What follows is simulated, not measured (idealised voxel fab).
Process module in this document: voxel self aligned contacts
This is section cut - it's 240 nm across, gridded in 5 nm square cells.
Cross-section = grid of square cells, listed top down in bands; band = one or more rows.
What a band's entry tells you: where the top is and where the bottom is, as heights in nm, and after that what lies inside, material by material from left to right, each with its width in nm. Empty space is written as the word "blank", and a single material marked with the word "throughout" occupies the band from edge to edge.
Counting heights begins at 0, where everything beneath is, in the wafer as received, one material. The lowest band has no bottom; it goes on downwards, as "top 0, no bottom" shows.
When a width is written as two numbers, as in "30->40", the first number is the width in the top row of cells of the band and the second is the width in its bottom row, and the width changes by the same amount from each row to the next.
For the purposes of this document, the phrase "nothing altered" attached to a step denotes that no cell within the cross-section was modified by that step.
Empty spaces without an open route to the top, at least 8 cells in extent, make up the entry "Tabulated closed voids"; each is given as width x height at distance, where the distance is measured from the left edge, and all are in nm.
The remark found on a step's line after its settings is issued by the simulator itself and pertains to that step.
Steps that use a mask can have "overlay nm" on their line. It says how far the mask sat to the right of where it was meant to be. Negative means to the left.
Structure of the following material. The material consists of pairs of cross-sections. Each pair comprises the cross-section before one process step and the cross-section after that step, the latter shown only down to the lowest band that changed. The step between the cross-sections is specified beneath each pair, including its settings. Pairs are not necessarily consecutive: they may derive from different runs of this module performed on the same starting wafer. Continuity with the pair above is to be assumed only where the entry headed "Ahead of processing" of the pair in question states it.

AHEAD OF PROCESSING
  top 0, no bottom  Si throughout
  Tabulated closed voids: none

AFTER THE STEP
  top 0, bottom -5  SiO2 throughout
  Below a height of -5, the structure has not been altered.
  Tabulated closed voids: none
Applied between the two views above: OXIDIZE (depth nm 5)

Ahead of processing: It is represented by the cross-section appearing after the step of the pair directly above.

AFTER THE STEP
  top 30, bottom 0  polySi throughout
  Below a height of 0, the structure has not been altered.
  Tabulated closed voids: none
Applied between the two views above: DIRECTIONAL_DEP (material polySi; thk nm 30)

Ahead of processing: It is represented by the cross-section appearing after the step of the pair directly above.

AFTER THE STEP
  top 45, bottom 30  SiN throughout
  Below a height of 30, the structure has not been altered.
  Tabulated closed voids: none
Applied between the two views above: DIRECTIONAL_DEP (material SiN; thk nm 15)

Ahead of processing: It is represented by the cross-section appearing after the step of the pair directly above.

AFTER THE STEP
  top 45, bottom 30  blank=75; SiN=30; blank=30; SiN=30; blank=75
  Below a height of 30, the structure has not been altered.
  Tabulated closed voids: none
Applied between the two views above: MASKED_ETCH (tone cover; mask id GATE; width nm 30; pitch nm 60; etch materials SiN; depth nm 15; overlay nm 0)

Ahead of processing: It is represented by the cross-section appearing after the step of the pair directly above.

AFTER THE STEP
  top 45, bottom 30  blank=75; SiN=30; blank=30; SiN=30; blank=75
  top 30, bottom 0  blank=75; polySi=30; blank=30; polySi=30; blank=75
  Below a height of 0, the structure has not been altered.
  Tabulated closed voids: none
Applied between the two views above: MASKED_ETCH (tone cover; mask id GATE; width nm 30; pitch nm 60; etch materials polySi; depth nm 30; overlay nm 0)

Ahead of processing: It is represented by the cross-section appearing after the step of the pair directly above.

AFTER THE STEP
  top 50, bottom 30  blank=70; SiN=40; blank=20; SiN=40; blank=70
  top 30, bottom 5  blank=70; SiN=5; polySi=30; SiN=5; blank=20; SiN=5; polySi=30; SiN=5; blank=70
  top 5, bottom 0  SiN=75; polySi=30; SiN=30; polySi=30; SiN=75
  Below a height of 0, the structure has not been altered.
  Tabulated closed voids: none
Applied between the two views above: CONFORMAL_DEP (material SiN; thk nm 5)

Ahead of processing: It is represented by the cross-section appearing after the step of the pair directly above.

AFTER THE STEP
  top 45, bottom 30  blank=70; SiN=40; blank=20; SiN=40; blank=70
  top 30, bottom 0  blank=70; SiN=5; polySi=30; SiN=5; blank=20; SiN=5; polySi=30; SiN=5; blank=70
  Below a height of 0, the structure has not been altered.
  Tabulated closed voids: none
Applied between the two views above: DIRECTIONAL_ETCH (etch materials SiN; depth nm 5)

Ahead of processing: It is represented by the cross-section appearing after the step of the pair directly above.

AFTER THE STEP
  top 65, bottom 45  SiO2 throughout
  top 45, bottom 30  SiO2=70; SiN=40; SiO2=20; SiN=40; SiO2=70
  top 30, bottom 0  SiO2=70; SiN=5; polySi=30; SiN=5; SiO2=20; SiN=5; polySi=30; SiN=5; SiO2=70
  Below a height of 0, the structure has not been altered.
  Tabulated closed voids: none
Applied between the two views above: FILL_DEP (material SiO2; thk nm 20)

Ahead of processing: It is represented by the cross-section appearing after the step of the pair directly above.

AFTER THE STEP
  top 55, bottom 45  SiO2 throughout
  Below a height of 45, the structure has not been altered.
  Tabulated closed voids: none
Applied between the two views above: CMP (height nm 55)

Ahead of processing: It is represented by the cross-section appearing after the step of the pair directly above.

AFTER THE STEP
  top 70, bottom 55  aC throughout
  Below a height of 55, the structure has not been altered.
  Tabulated closed voids: none
Applied between the two views above: DIRECTIONAL_DEP (material aC; thk nm 15)

Ahead of processing: It is represented by the cross-section appearing after the step of the pair directly above.

AFTER THE STEP
  top 100, bottom 70  resist=100; blank=40; resist=100
  Below a height of 70, the structure has not been altered.
  Tabulated closed voids: none
Applied between the two views above: PATTERN (tone open; mask id CONTACT; material resist; width nm 40; thk nm 30; overlay nm 0)

Ahead of processing: It is represented by the cross-section appearing after the step of the pair directly above.

AFTER THE STEP
  top 85, bottom 70  resist=100; blank=40; resist=100
  top 70, bottom 55  aC=100; blank=40; aC=100
  Below a height of 55, the structure has not been altered.
  Tabulated closed voids: none
Applied between the two views above: DIRECTIONAL_ETCH (etch materials aC; depth nm 15)

Ahead of processing: It is represented by the cross-section appearing after the step of the pair directly above.

AFTER THE STEP
  top 70, bottom 55  aC=100; blank=40; aC=100
  Below a height of 55, the structure has not been altered.
  Tabulated closed voids: none
Applied between the two views above: STRIP (etch materials resist)

Ahead of processing: It is represented by the cross-section appearing after the step of the pair directly above.

AFTER THE STEP
  top 70, bottom 55  aC=100; blank=40; aC=100
  top 55, bottom 45  SiO2=100; blank=40; SiO2=100
  top 45, bottom 30  SiO2=70; SiN=40; blank=20; SiN=40; SiO2=70
  top 30, bottom 0  SiO2=70; SiN=5; polySi=30; SiN=5; blank=20; SiN=5; polySi=30; SiN=5; SiO2=70
  top 0, bottom -5  SiO2=110; blank=20; SiO2=110
  Below a height of -5, the structure has not been altered.
  Tabulated closed voids: none
Applied between the two views above: DIRECTIONAL_ETCH (etch materials SiO2; depth nm 60)

Ahead of processing: It is represented by the cross-section appearing after the step of the pair directly above.

AFTER THE STEP
  top 55, bottom 45  SiO2=100; blank=40; SiO2=100
  Below a height of 45, the structure has not been altered.
  Tabulated closed voids: none
Applied between the two views above: STRIP (etch materials aC)

Ahead of processing: It is represented by the cross-section appearing after the step of the pair directly above.

AFTER THE STEP
  top 60, bottom 55  TiN=105; blank=30; TiN=105
  top 55, bottom 45  SiO2=100; TiN=5->15; blank=30->10; TiN=5->15; SiO2=100
  top 45, bottom 30  SiO2=70; SiN=40; TiN=5; blank=10; TiN=5; SiN=40; SiO2=70
  top 30, bottom 0  SiO2=70; SiN=5; polySi=30; SiN=5; TiN=5; blank=10; TiN=5; SiN=5; polySi=30; SiN=5; SiO2=70
  top 0, bottom -5  SiO2=110; TiN=20; SiO2=110
  Below a height of -5, the structure has not been altered.
  Tabulated closed voids: none
Applied between the two views above: CONFORMAL_DEP (material TiN; thk nm 5)

Ahead of processing: It is represented by the cross-section appearing after the step of the pair directly above.

AFTER THE STEP
  top 65, bottom 60  Ru throughout
  top 60, bottom 55  TiN=105; Ru=30; TiN=105
  top 55, bottom 45  SiO2=100; TiN=5->15; Ru=30->10; TiN=5->15; SiO2=100
  top 45, bottom 30  SiO2=70; SiN=40; TiN=5; Ru=10; TiN=5; SiN=40; SiO2=70
  top 30, bottom 0  SiO2=70; SiN=5; polySi=30; SiN=5; TiN=5; Ru=10; TiN=5; SiN=5; polySi=30; SiN=5; SiO2=70
  Below a height of 0, the structure has not been altered.
  Tabulated closed voids: none
Applied between the two views above: FILL_DEP (material Ru; thk nm 5)

Ahead of processing: It is represented by the cross-section appearing after the step of the pair directly above.

AFTER THE STEP
  top 55, bottom 45  SiO2=100; TiN=5->15; Ru=30->10; TiN=5->15; SiO2=100
  Below a height of 45, the structure has not been altered.
  Tabulated closed voids: none
Applied between the two views above: CMP (height nm 55)

Ahead of processing: It is represented by the cross-section appearing after the step of the pair directly above.

AFTER THE STEP
  top 60, bottom 55  SiCN throughout
  Below a height of 55, the structure has not been altered.
  Tabulated closed voids: none
Applied between the two views above: CONFORMAL_DEP (material SiCN; thk nm 5)

AHEAD OF PROCESSING
  top 45, bottom 30  blank=75; SiN=30; blank=30; SiN=30; blank=75
  top 30, bottom 0  blank=75; polySi=30; blank=30; polySi=30; blank=75
  top 0, bottom -5  SiO2 throughout
  top -5, no bottom  Si throughout
  Tabulated closed voids: none

AFTER THE STEP
  top 40, bottom 30  blank=75; SiN=30; blank=30; SiN=30; blank=75
  Below a height of 30, the structure has not been altered.
  Tabulated closed voids: none
Applied between the two views above: DIRECTIONAL_ETCH (etch materials SiN; depth nm 5)

Ahead of processing: It is represented by the cross-section appearing after the step of the pair directly above.

AFTER THE STEP
  top 60, bottom 40  SiO2 throughout
  top 40, bottom 30  SiO2=75; SiN=30; SiO2=30; SiN=30; SiO2=75
  top 30, bottom 0  SiO2=75; polySi=30; SiO2=30; polySi=30; SiO2=75
  Below a height of 0, the structure has not been altered.
  Tabulated closed voids: none
Applied between the two views above: FILL_DEP (material SiO2; thk nm 20)

Ahead of processing: It is represented by the cross-section appearing after the step of the pair directly above.

AFTER THE STEP
  top 55, bottom 40  SiO2 throughout
  Below a height of 40, the structure has not been altered.
  Tabulated closed voids: none
Applied between the two views above: CMP (height nm 55)

Ahead of processing: It is represented by the cross-section appearing after the step of the pair directly above.

AFTER THE STEP
  top 70, bottom 55  aC throughout
  Below a height of 55, the structure has not been altered.
  Tabulated closed voids: none
Applied between the two views above: DIRECTIONAL_DEP (material aC; thk nm 15)

Ahead of processing: It is represented by the cross-section appearing after the step of the pair directly above.

AFTER THE STEP
  top 100, bottom 70  resist=100; blank=40; resist=100
  Below a height of 70, the structure has not been altered.
  Tabulated closed voids: none
Applied between the two views above: PATTERN (tone open; mask id CONTACT; material resist; width nm 40; thk nm 30; overlay nm 0)

Ahead of processing: It is represented by the cross-section appearing after the step of the pair directly above.

AFTER THE STEP
  top 85, bottom 70  resist=100; blank=40; resist=100
  top 70, bottom 55  aC=100; blank=40; aC=100
  Below a height of 55, the structure has not been altered.
  Tabulated closed voids: none
Applied between the two views above: DIRECTIONAL_ETCH (etch materials aC; depth nm 15)

Ahead of processing: It is represented by the cross-section appearing after the step of the pair directly above.

AFTER THE STEP
  top 70, bottom 55  aC=100; blank=40; aC=100
  Below a height of 55, the structure has not been altered.
  Tabulated closed voids: none
Applied between the two views above: STRIP (etch materials resist)

Ahead of processing: It is represented by the cross-section appearing after the step of the pair directly above.

AFTER THE STEP
  top 70, bottom 55  aC=100; blank=40; aC=100
  top 55, bottom 40  SiO2=100; blank=40; SiO2=100
  top 40, bottom 30  SiO2=75; SiN=30; blank=30; SiN=30; SiO2=75
  top 30, bottom 0  SiO2=75; polySi=30; blank=30; polySi=30; SiO2=75
  top 0, bottom -5  SiO2=105; blank=30; SiO2=105
  Below a height of -5, the structure has not been altered.
  Tabulated closed voids: none
Applied between the two views above: DIRECTIONAL_ETCH (etch materials SiO2; depth nm 60)

Ahead of processing: It is represented by the cross-section appearing after the step of the pair directly above.

AFTER THE STEP
  top 55, bottom 40  SiO2=100; blank=40; SiO2=100
  Below a height of 40, the structure has not been altered.
  Tabulated closed voids: none
Applied between the two views above: STRIP (etch materials aC)

Ahead of processing: It is represented by the cross-section appearing after the step of the pair directly above.

AFTER THE STEP
  top 60, bottom 55  TiN=105; blank=30; TiN=105
  top 55, bottom 45  SiO2=100; TiN=5; blank=30; TiN=5; SiO2=100
  top 45, bottom 40  SiO2=100; TiN=10; blank=20; TiN=10; SiO2=100
  top 40, bottom 30  SiO2=75; SiN=30; TiN=5; blank=20; TiN=5; SiN=30; SiO2=75
  top 30, bottom 0  SiO2=75; polySi=30; TiN=5; blank=20; TiN=5; polySi=30; SiO2=75
  top 0, bottom -5  SiO2=105; TiN=30; SiO2=105
  Below a height of -5, the structure has not been altered.
  Tabulated closed voids: none
Applied between the two views above: CONFORMAL_DEP (material TiN; thk nm 5)

Ahead of processing: It is represented by the cross-section appearing after the step of the pair directly above.

AFTER THE STEP
  top 65, bottom 60  Ru throughout
  top 60, bottom 55  TiN=105; Ru=30; TiN=105
  top 55, bottom 45  SiO2=100; TiN=5; Ru=30; TiN=5; SiO2=100
  top 45, bottom 40  SiO2=100; TiN=10; Ru=20; TiN=10; SiO2=100
  top 40, bottom 30  SiO2=75; SiN=30; TiN=5; Ru=20; TiN=5; SiN=30; SiO2=75
  top 30, bottom 0  SiO2=75; polySi=30; TiN=5; Ru=20; TiN=5; polySi=30; SiO2=75
  Below a height of 0, the structure has not been altered.
  Tabulated closed voids: none
Applied between the two views above: FILL_DEP (material Ru; thk nm 5)

Ahead of processing: It is represented by the cross-section appearing after the step of the pair directly above.

AFTER THE STEP
  top 55, bottom 45  SiO2=100; TiN=5; Ru=30; TiN=5; SiO2=100
  Below a height of 45, the structure has not been altered.
  Tabulated closed voids: none
Applied between the two views above: CMP (height nm 55)

Ahead of processing: It is represented by the cross-section appearing after the step of the pair directly above.

AFTER THE STEP
  top 60, bottom 55  SiCN throughout
  Below a height of 55, the structure has not been altered.
  Tabulated closed voids: none
Applied between the two views above: CONFORMAL_DEP (material SiCN; thk nm 5)

AHEAD OF PROCESSING
  top 30, bottom 0  polySi throughout
  top 0, bottom -5  SiO2 throughout
  top -5, no bottom  Si throughout
  Tabulated closed voids: none

AFTER THE STEP
  top 60, bottom 0  polySi throughout
  Below a height of 0, the structure has not been altered.
  Tabulated closed voids: none
Applied between the two views above: DIRECTIONAL_DEP (material polySi; thk nm 30)

Ahead of processing: It is represented by the cross-section appearing after the step of the pair directly above.

AFTER THE STEP
  top 75, bottom 60  SiN throughout
  Below a height of 60, the structure has not been altered.
  Tabulated closed voids: none
Applied between the two views above: DIRECTIONAL_DEP (material SiN; thk nm 15)

Ahead of processing: It is represented by the cross-section appearing after the step of the pair directly above.

AFTER THE STEP
  top 75, bottom 60  blank=75; SiN=30; blank=30; SiN=30; blank=75
  Below a height of 60, the structure has not been altered.
  Tabulated closed voids: none
Applied between the two views above: MASKED_ETCH (tone cover; mask id GATE; width nm 30; pitch nm 60; etch materials SiN; depth nm 15; overlay nm 0)

Ahead of processing: It is represented by the cross-section appearing after the step of the pair directly above.

AFTER THE STEP
  top 75, bottom 60  blank=75; SiN=30; blank=30; SiN=30; blank=75
  top 60, bottom 30  blank=75; polySi=30; blank=30; polySi=30; blank=75
  Below a height of 30, the structure has not been altered.
  Tabulated closed voids: none
Applied between the two views above: MASKED_ETCH (tone cover; mask id GATE; width nm 30; pitch nm 60; etch materials polySi; depth nm 30; overlay nm 0)

Ahead of processing: It is represented by the cross-section appearing after the step of the pair directly above.

AFTER THE STEP
  top 80, bottom 60  blank=70; SiN=40; blank=20; SiN=40; blank=70
  top 60, bottom 35  blank=70; SiN=5; polySi=30; SiN=5; blank=20; SiN=5; polySi=30; SiN=5; blank=70
  top 35, bottom 30  SiN=75; polySi=30; SiN=30; polySi=30; SiN=75
  Below a height of 30, the structure has not been altered.
  Tabulated closed voids: none
Applied between the two views above: CONFORMAL_DEP (material SiN; thk nm 5)

Ahead of processing: It is represented by the cross-section appearing after the step of the pair directly above.

AFTER THE STEP
  top 75, bottom 60  blank=70; SiN=40; blank=20; SiN=40; blank=70
  top 60, bottom 30  blank=70; SiN=5; polySi=30; SiN=5; blank=20; SiN=5; polySi=30; SiN=5; blank=70
  Below a height of 30, the structure has not been altered.
  Tabulated closed voids: none
Applied between the two views above: DIRECTIONAL_ETCH (etch materials SiN; depth nm 5)

Ahead of processing: It is represented by the cross-section appearing after the step of the pair directly above.

AFTER THE STEP
  top 95, bottom 75  SiO2 throughout
  top 75, bottom 60  SiO2=70; SiN=40; SiO2=20; SiN=40; SiO2=70
  top 60, bottom 30  SiO2=70; SiN=5; polySi=30; SiN=5; SiO2=20; SiN=5; polySi=30; SiN=5; SiO2=70
  Below a height of 30, the structure has not been altered.
  Tabulated closed voids: none
Applied between the two views above: FILL_DEP (material SiO2; thk nm 20)

Ahead of processing: It is represented by the cross-section appearing after the step of the pair directly above.

AFTER THE STEP
  top 55, bottom 30  SiO2=70; SiN=5; polySi=30; SiN=5; SiO2=20; SiN=5; polySi=30; SiN=5; SiO2=70
  Below a height of 30, the structure has not been altered.
  Tabulated closed voids: none
Applied between the two views above: CMP (height nm 55)

Ahead of processing: It is represented by the cross-section appearing after the step of the pair directly above.

AFTER THE STEP
  top 70, bottom 55  aC throughout
  Below a height of 55, the structure has not been altered.
  Tabulated closed voids: none
Applied between the two views above: DIRECTIONAL_DEP (material aC; thk nm 15)

Ahead of processing: It is represented by the cross-section appearing after the step of the pair directly above.

AFTER THE STEP
  top 100, bottom 70  resist=100; blank=40; resist=100
  Below a height of 70, the structure has not been altered.
  Tabulated closed voids: none
Applied between the two views above: PATTERN (tone open; mask id CONTACT; material resist; width nm 40; thk nm 30; overlay nm 0)

Ahead of processing: It is represented by the cross-section appearing after the step of the pair directly above.

AFTER THE STEP
  top 85, bottom 70  resist=100; blank=40; resist=100
  top 70, bottom 55  aC=100; blank=40; aC=100
  Below a height of 55, the structure has not been altered.
  Tabulated closed voids: none
Applied between the two views above: DIRECTIONAL_ETCH (etch materials aC; depth nm 15)

Ahead of processing: It is represented by the cross-section appearing after the step of the pair directly above.

AFTER THE STEP
  top 70, bottom 55  aC=100; blank=40; aC=100
  Below a height of 55, the structure has not been altered.
  Tabulated closed voids: none
Applied between the two views above: STRIP (etch materials resist)

Ahead of processing: It is represented by the cross-section appearing after the step of the pair directly above.

AFTER THE STEP
  top 70, bottom 55  aC=100; blank=40; aC=100
  top 55, bottom 30  SiO2=70; SiN=5; polySi=30; SiN=5; blank=20; SiN=5; polySi=30; SiN=5; SiO2=70
  Below a height of 30, the structure has not been altered.
  Tabulated closed voids: none
Applied between the two views above: DIRECTIONAL_ETCH (etch materials SiO2; depth nm 60)

Ahead of processing: It is represented by the cross-section appearing after the step of the pair directly above.

AFTER THE STEP
  top 55, bottom 30  SiO2=70; SiN=5; polySi=30; SiN=5; blank=20; SiN=5; polySi=30; SiN=5; SiO2=70
  Below a height of 30, the structure has not been altered.
  Tabulated closed voids: none
Applied between the two views above: STRIP (etch materials aC)

Ahead of processing: It is represented by the cross-section appearing after the step of the pair directly above.

AFTER THE STEP
  top 60, bottom 55  TiN=115; blank=10; TiN=115
  top 55, bottom 35  SiO2=70; SiN=5; polySi=30; SiN=5; TiN=5; blank=10; TiN=5; SiN=5; polySi=30; SiN=5; SiO2=70
  top 35, bottom 30  SiO2=70; SiN=5; polySi=30; SiN=5; TiN=20; SiN=5; polySi=30; SiN=5; SiO2=70
  Below a height of 30, the structure has not been altered.
  Tabulated closed voids: none
Applied between the two views above: CONFORMAL_DEP (material TiN; thk nm 5)

Ahead of processing: It is represented by the cross-section appearing after the step of the pair directly above.

AFTER THE STEP
  top 65, bottom 60  Ru throughout
  top 60, bottom 55  TiN=115; Ru=10; TiN=115
  top 55, bottom 35  SiO2=70; SiN=5; polySi=30; SiN=5; TiN=5; Ru=10; TiN=5; SiN=5; polySi=30; SiN=5; SiO2=70
  Below a height of 35, the structure has not been altered.
  Tabulated closed voids: none
Applied between the two views above: FILL_DEP (material Ru; thk nm 5)

Ahead of processing: It is represented by the cross-section appearing after the step of the pair directly above.

AFTER THE STEP
  top 55, bottom 35  SiO2=70; SiN=5; polySi=30; SiN=5; TiN=5; Ru=10; TiN=5; SiN=5; polySi=30; SiN=5; SiO2=70
  Below a height of 35, the structure has not been altered.
  Tabulated closed voids: none
Applied between the two views above: CMP (height nm 55)

Ahead of processing: It is represented by the cross-section appearing after the step of the pair directly above.

AFTER THE STEP
  top 60, bottom 55  SiCN throughout
  Below a height of 55, the structure has not been altered.
  Tabulated closed voids: none
Applied between the two views above: CONFORMAL_DEP (material SiCN; thk nm 5)

AHEAD OF PROCESSING
  top 0, bottom -5  SiO2 throughout
  top -5, no bottom  Si throughout
  Tabulated closed voids: none

AFTER THE STEP
  top 15, bottom 0  SiN throughout
  Below a height of 0, the structure has not been altered.
  Tabulated closed voids: none
Applied between the two views above: DIRECTIONAL_DEP (material SiN; thk nm 15)

Ahead of processing: It is represented by the cross-section appearing after the step of the pair directly above.

AFTER THE STEP
  top 45, bottom 15  polySi throughout
  Below a height of 15, the structure has not been altered.
  Tabulated closed voids: none
Applied between the two views above: DIRECTIONAL_DEP (material polySi; thk nm 30)

Ahead of processing: It is represented by the cross-section appearing after the step of the pair directly above.

AFTER THE STEP
  top 45, bottom 15  blank=75; polySi=30; blank=30; polySi=30; blank=75
  Below a height of 15, the structure has not been altered.
  Tabulated closed voids: none
Applied between the two views above: MASKED_ETCH (tone cover; mask id GATE; width nm 30; pitch nm 60; etch materials polySi; depth nm 30; overlay nm 0)

Ahead of processing: It is represented by the cross-section appearing after the step of the pair directly above.

AFTER THE STEP
  top 50, bottom 45  blank=70; SiN=40; blank=20; SiN=40; blank=70
  top 45, bottom 20  blank=70; SiN=5; polySi=30; SiN=5; blank=20; SiN=5; polySi=30; SiN=5; blank=70
  top 20, bottom 15  SiN=75; polySi=30; SiN=30; polySi=30; SiN=75
  Below a height of 15, the structure has not been altered.
  Tabulated closed voids: none
Applied between the two views above: CONFORMAL_DEP (material SiN; thk nm 5)

Ahead of processing: It is represented by the cross-section appearing after the step of the pair directly above.

AFTER THE STEP
  top 45, bottom 15  blank=70; SiN=5; polySi=30; SiN=5; blank=20; SiN=5; polySi=30; SiN=5; blank=70
  Below a height of 15, the structure has not been altered.
  Tabulated closed voids: none
Applied between the two views above: DIRECTIONAL_ETCH (etch materials SiN; depth nm 5)

Ahead of processing: It is represented by the cross-section appearing after the step of the pair directly above.

AFTER THE STEP
  top 65, bottom 45  SiO2 throughout
  top 45, bottom 15  SiO2=70; SiN=5; polySi=30; SiN=5; SiO2=20; SiN=5; polySi=30; SiN=5; SiO2=70
  Below a height of 15, the structure has not been altered.
  Tabulated closed voids: none
Applied between the two views above: FILL_DEP (material SiO2; thk nm 20)

Ahead of processing: It is represented by the cross-section appearing after the step of the pair directly above.

AFTER THE STEP
  top 55, bottom 45  SiO2 throughout
  Below a height of 45, the structure has not been altered.
  Tabulated closed voids: none
Applied between the two views above: CMP (height nm 55)

Ahead of processing: It is represented by the cross-section appearing after the step of the pair directly above.

AFTER THE STEP
  top 70, bottom 55  aC throughout
  Below a height of 55, the structure has not been altered.
  Tabulated closed voids: none
Applied between the two views above: DIRECTIONAL_DEP (material aC; thk nm 15)

Ahead of processing: It is represented by the cross-section appearing after the step of the pair directly above.

AFTER THE STEP
  top 100, bottom 70  resist=100; blank=40; resist=100
  Below a height of 70, the structure has not been altered.
  Tabulated closed voids: none
Applied between the two views above: PATTERN (tone open; mask id CONTACT; material resist; width nm 40; thk nm 30; overlay nm 0)

Ahead of processing: It is represented by the cross-section appearing after the step of the pair directly above.

AFTER THE STEP
  top 85, bottom 70  resist=100; blank=40; resist=100
  top 70, bottom 55  aC=100; blank=40; aC=100
  Below a height of 55, the structure has not been altered.
  Tabulated closed voids: none
Applied between the two views above: DIRECTIONAL_ETCH (etch materials aC; depth nm 15)

Ahead of processing: It is represented by the cross-section appearing after the step of the pair directly above.

AFTER THE STEP
  top 70, bottom 55  aC=100; blank=40; aC=100
  Below a height of 55, the structure has not been altered.
  Tabulated closed voids: none
Applied between the two views above: STRIP (etch materials resist)

Ahead of processing: It is represented by the cross-section appearing after the step of the pair directly above.

AFTER THE STEP
  top 70, bottom 55  aC=100; blank=40; aC=100
  top 55, bottom 45  SiO2=100; blank=40; SiO2=100
  top 45, bottom 15  SiO2=70; SiN=5; polySi=30; SiN=5; blank=20; SiN=5; polySi=30; SiN=5; SiO2=70
  Below a height of 15, the structure has not been altered.
  Tabulated closed voids: none
Applied between the two views above: DIRECTIONAL_ETCH (etch materials SiO2; depth nm 60)

Ahead of processing: It is represented by the cross-section appearing after the step of the pair directly above.

AFTER THE STEP
  top 55, bottom 45  SiO2=100; blank=40; SiO2=100
  Below a height of 45, the structure has not been altered.
  Tabulated closed voids: none
Applied between the two views above: STRIP (etch materials aC)

Ahead of processing: It is represented by the cross-section appearing after the step of the pair directly above.

AFTER THE STEP
  top 60, bottom 55  TiN=105; blank=30; TiN=105
  top 55, bottom 45  SiO2=100; TiN=5->15; blank=30->10; TiN=5->15; SiO2=100
  top 45, bottom 20  SiO2=70; SiN=5; polySi=30; SiN=5; TiN=5; blank=10; TiN=5; SiN=5; polySi=30; SiN=5; SiO2=70
  top 20, bottom 15  SiO2=70; SiN=5; polySi=30; SiN=5; TiN=20; SiN=5; polySi=30; SiN=5; SiO2=70
  Below a height of 15, the structure has not been altered.
  Tabulated closed voids: none
Applied between the two views above: CONFORMAL_DEP (material TiN; thk nm 5)

Ahead of processing: It is represented by the cross-section appearing after the step of the pair directly above.

AFTER THE STEP
  top 65, bottom 60  Ru throughout
  top 60, bottom 55  TiN=105; Ru=30; TiN=105
  top 55, bottom 45  SiO2=100; TiN=5->15; Ru=30->10; TiN=5->15; SiO2=100
  top 45, bottom 20  SiO2=70; SiN=5; polySi=30; SiN=5; TiN=5; Ru=10; TiN=5; SiN=5; polySi=30; SiN=5; SiO2=70
  Below a height of 20, the structure has not been altered.
  Tabulated closed voids: none
Applied between the two views above: FILL_DEP (material Ru; thk nm 5)

Ahead of processing: It is represented by the cross-section appearing after the step of the pair directly above.

AFTER THE STEP
  top 55, bottom 45  SiO2=100; TiN=5->15; Ru=30->10; TiN=5->15; SiO2=100
  Below a height of 45, the structure has not been altered.
  Tabulated closed voids: none
Applied between the two views above: CMP (height nm 55)

Ahead of processing: It is represented by the cross-section appearing after the step of the pair directly above.

AFTER THE STEP
  top 60, bottom 55  SiCN throughout
  Below a height of 55, the structure has not been altered.
  Tabulated closed voids: none
Applied between the two views above: CONFORMAL_DEP (material SiCN; thk nm 5)

AHEAD OF PROCESSING
  top 45, bottom 30  blank=75; SiN=30; blank=30; SiN=30; blank=75
  top 30, bottom 0  polySi throughout
  top 0, bottom -5  SiO2 throughout
  top -5, no bottom  Si throughout
  Tabulated closed voids: none

AFTER THE STEP
  top 45, bottom 30  blank=75; SiN=30; blank=30; SiN=30; blank=75
  top 30, bottom 10  blank=75; polySi=30; blank=30; polySi=30; blank=75
  Below a height of 10, the structure has not been altered.
  Tabulated closed voids: none
Applied between the two views above: MASKED_ETCH (tone cover; mask id GATE; width nm 30; pitch nm 60; etch materials polySi; depth nm 20; overlay nm 0)

Ahead of processing: It is represented by the cross-section appearing after the step of the pair directly above.

AFTER THE STEP
  top 50, bottom 30  blank=70; SiN=40; blank=20; SiN=40; blank=70
  top 30, bottom 15  blank=70; SiN=5; polySi=30; SiN=5; blank=20; SiN=5; polySi=30; SiN=5; blank=70
  top 15, bottom 10  SiN=75; polySi=30; SiN=30; polySi=30; SiN=75
  Below a height of 10, the structure has not been altered.
  Tabulated closed voids: none
Applied between the two views above: CONFORMAL_DEP (material SiN; thk nm 5)

Ahead of processing: It is represented by the cross-section appearing after the step of the pair directly above.

AFTER THE STEP
  top 45, bottom 30  blank=70; SiN=40; blank=20; SiN=40; blank=70
  top 30, bottom 10  blank=70; SiN=5; polySi=30; SiN=5; blank=20; SiN=5; polySi=30; SiN=5; blank=70
  Below a height of 10, the structure has not been altered.
  Tabulated closed voids: none
Applied between the two views above: DIRECTIONAL_ETCH (etch materials SiN; depth nm 5)

Ahead of processing: It is represented by the cross-section appearing after the step of the pair directly above.

AFTER THE STEP
  top 65, bottom 45  SiO2 throughout
  top 45, bottom 30  SiO2=70; SiN=40; SiO2=20; SiN=40; SiO2=70
  top 30, bottom 10  SiO2=70; SiN=5; polySi=30; SiN=5; SiO2=20; SiN=5; polySi=30; SiN=5; SiO2=70
  Below a height of 10, the structure has not been altered.
  Tabulated closed voids: none
Applied between the two views above: FILL_DEP (material SiO2; thk nm 20)

Ahead of processing: It is represented by the cross-section appearing after the step of the pair directly above.

AFTER THE STEP
  top 55, bottom 45  SiO2 throughout
  Below a height of 45, the structure has not been altered.
  Tabulated closed voids: none
Applied between the two views above: CMP (height nm 55)

Ahead of processing: It is represented by the cross-section appearing after the step of the pair directly above.

AFTER THE STEP
  top 70, bottom 55  aC throughout
  Below a height of 55, the structure has not been altered.
  Tabulated closed voids: none
Applied between the two views above: DIRECTIONAL_DEP (material aC; thk nm 15)

Ahead of processing: It is represented by the cross-section appearing after the step of the pair directly above.

AFTER THE STEP
  top 100, bottom 70  resist=100; blank=40; resist=100
  Below a height of 70, the structure has not been altered.
  Tabulated closed voids: none
Applied between the two views above: PATTERN (tone open; mask id CONTACT; material resist; width nm 40; thk nm 30; overlay nm 0)

Ahead of processing: It is represented by the cross-section appearing after the step of the pair directly above.

AFTER THE STEP
  top 85, bottom 70  resist=100; blank=40; resist=100
  top 70, bottom 55  aC=100; blank=40; aC=100
  Below a height of 55, the structure has not been altered.
  Tabulated closed voids: none
Applied between the two views above: DIRECTIONAL_ETCH (etch materials aC; depth nm 15)

Ahead of processing: It is represented by the cross-section appearing after the step of the pair directly above.

AFTER THE STEP
  top 70, bottom 55  aC=100; blank=40; aC=100
  Below a height of 55, the structure has not been altered.
  Tabulated closed voids: none
Applied between the two views above: STRIP (etch materials resist)

Ahead of processing: It is represented by the cross-section appearing after the step of the pair directly above.

AFTER THE STEP
  top 70, bottom 55  aC=100; blank=40; aC=100
  top 55, bottom 45  SiO2=100; blank=40; SiO2=100
  top 45, bottom 30  SiO2=70; SiN=40; blank=20; SiN=40; SiO2=70
  top 30, bottom 10  SiO2=70; SiN=5; polySi=30; SiN=5; blank=20; SiN=5; polySi=30; SiN=5; SiO2=70
  Below a height of 10, the structure has not been altered.
  Tabulated closed voids: none
Applied between the two views above: DIRECTIONAL_ETCH (etch materials SiO2; depth nm 60)
